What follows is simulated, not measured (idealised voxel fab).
process module | voxel fin reveal
cross-section cut | 195 nm wide | cells 5 nm
A cross-section is a grid of square cells, given in bands from the top down. A band is one or more rows of cells.
Each band's line starts with the height of the band's top and of its bottom, in nm. Then come its materials from left to right, each with its width in nm. One material with "throughout" fills the band from edge to edge. "air" is empty space.
Height 0 is the level under which the wafer as received is all one material. The lowest band goes on downwards, as in "0 down".
A width such as "30 to 40" changes by the same amount from each row of cells to the next, from the band's top row to its bottom row.
"no change" after a step means that no cell of the cross-section changed.
closed voids: empty space of 8 cells or more with no open way to the top, each as width x height at its distance from the left edge, in nm
after a step's settings: what the simulator itself notes on the step
overlay nm, on a step with a mask: how far to the right of its planned place the mask lay; to the left if negative
plan
1 op RECEIVE | material Si
2 op CONFORMAL_DEP | material SiN | thk nm 5
3 op PATTERN | tone cover | mask id FINS | material resist | width nm 15 | pitch nm 35 | thk nm 20 | overlay nm 0
4 op DIRECTIONAL_ETCH | etch materials SiN | depth nm 5
5 op DIRECTIONAL_ETCH | etch materials Si | depth nm 40
6 op STRIP | etch materials resist
7 op FILL_DEP | material SiO2 | thk nm 10
8 op CMP | height nm 5
9 op SELECTIVE_ETCH | etch materials SiO2 | depth nm 30
10 op STRIP | etch materials SiN
11 op CONFORMAL_DEP | material SiO2 | thk nm 5
as received, after step 1
  0 down: Si throughout
  closed voids: none
a wafer at the end: this start, this plan, one mistake
  5 to 0: air 65 | SiO2 25 | air 10 | SiO2 25 | air 70
  0 to -20: air 65 | SiO2 5 | Si 15 | SiO2 5 | air 10 | SiO2 5 | Si 15 | SiO2 5 | air 70
  -20 to -45: SiO2 70 | Si 15 | SiO2 20 | Si 15 | SiO2 75
  -45 down: Si throughout
  closed voids: none
what went wrong: step 5 ran as: op DIRECTIONAL_ETCH | etch materials Si | depth nm 45
